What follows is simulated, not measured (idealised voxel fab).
The process module that follows is named voxel self aligned contacts.
Cross-sectional view cut (width: 260 nm; square cell size: 5 nm).
We lay out every cross-section as a grid of square cells and spell it out in bands from the top down, where one band means one or more rows of cells. Band: top height; bottom height; in nm. Then, left to right: material with width in nm, for each material. "edge to edge": a single material spanning edge to edge. "blank": empty space. Measure heights from 0. That's the level where, below it, the as-received wafer is all one material. The lowest band is bottomless and extends downward; write it as in "0 -> down". Width spec "30->40" -> top row of cells at first value, bottom row at second value, equal per-row change in between. The cross-section has no changed cell in any step marked "nothing changed". "Closed internal cavities" specifies each empty space that is not open to the top and that occupies no fewer than 8 cells, using the form width x height at distance, the distance measured from the left edge and all three quantities in nm. What comes after the settings on a step's line is commentary from the simulator itself on that step. Each step line may optionally specify "overlay nm", which for a step with a mask gives the rightward distance between the mask's planned place and where it lay, a negative value indicating the leftward direction.
## Below is the list of planned process steps
1,RECEIVE, material Si
2,CONFORMAL_DEP, material SiO2, thk nm 5
3,DIRECTIONAL_DEP, material polySi, thk nm 25
4,DIRECTIONAL_DEP, material SiN, thk nm 20
5,DIRECTIONAL_DEP, material aC, thk nm 10
6,PATTERN, tone cover, mask id GATE, material resist, width nm 25, pitch nm 70, thk nm 25, overlay nm 0
7,DIRECTIONAL_ETCH, etch materials aC, depth nm 10
8,STRIP, etch materials resist
9,DIRECTIONAL_ETCH, etch materials SiN, depth nm 20
10,DIRECTIONAL_ETCH, etch materials polySi, depth nm 25
11,STRIP, etch materials aC
12,CONFORMAL_DEP, material SiN, thk nm 10
13,DIRECTIONAL_ETCH, etch materials SiN, depth nm 10
14,FILL_DEP, material SiO2, thk nm 15
15,CMP, height nm 55
16,MASKED_ETCH, tone open, mask id CONTACT, width nm 55, etch materials SiO2, depth nm 55, overlay nm 0
17,CONFORMAL_DEP, material TiN, thk nm 5
18,FILL_DEP, material W, thk nm 5
19,CMP, height nm 55
20,CONFORMAL_DEP, material SiCN, thk nm 5
## Cross-section of the wafer upon arrival, representing the state reached after step 1
  0 -> down = Si edge to edge
  Closed internal cavities: none
## Cross-section taken at module completion on the first of two wafers; processed per the plan
  60 -> 55 = SiCN edge to edge
  55 -> 50 = SiO2: 100  TiN: 20  W: 15  TiN: 20  SiO2: 105
  50 -> 30 = SiO2: 70  SiN: 45  TiN: 5  W: 15  TiN: 5  SiN: 45  SiO2: 75
  30 -> 5 = SiO2: 70  SiN: 10  polySi: 25  SiN: 10  TiN: 5  W: 15  TiN: 5  SiN: 10  polySi: 25  SiN: 10  SiO2: 75
  5 -> 0 = SiO2: 115  TiN: 25  SiO2: 120
  0 -> down = Si edge to edge
  Closed internal cavities: none
## Cross-sectional image of the second wafer of the two following completion of the module. Starting state and process plan were the same as for the first wafer; one execution error occurred
  60 -> 55 = SiCN edge to edge
  55 -> 50 = SiO2: 95  TiN: 25  W: 15  TiN: 25  SiO2: 100
  50 -> 30 = SiO2: 70  SiN: 45  TiN: 5  W: 15  TiN: 5  SiN: 45  SiO2: 75
  30 -> 5 = SiO2: 70  SiN: 10  polySi: 25  SiN: 10  TiN: 5  W: 15  TiN: 5  SiN: 10  polySi: 25  SiN: 10  SiO2: 75
  5 -> 0 = SiO2: 115  TiN: 25  SiO2: 120
  0 -> down = Si edge to edge
  Closed internal cavities: none
Nonconformance to the process plan: step 16: run off-plan, actual operation and settings MASKED_ETCH, tone open, mask id CONTACT, width nm 65, etch materials SiO2, depth nm 55, overlay nm 0
The closing comparison, in cells, has the second wafer with more or fewer of some materials than the first: -2 SiO2 | +2 TiN
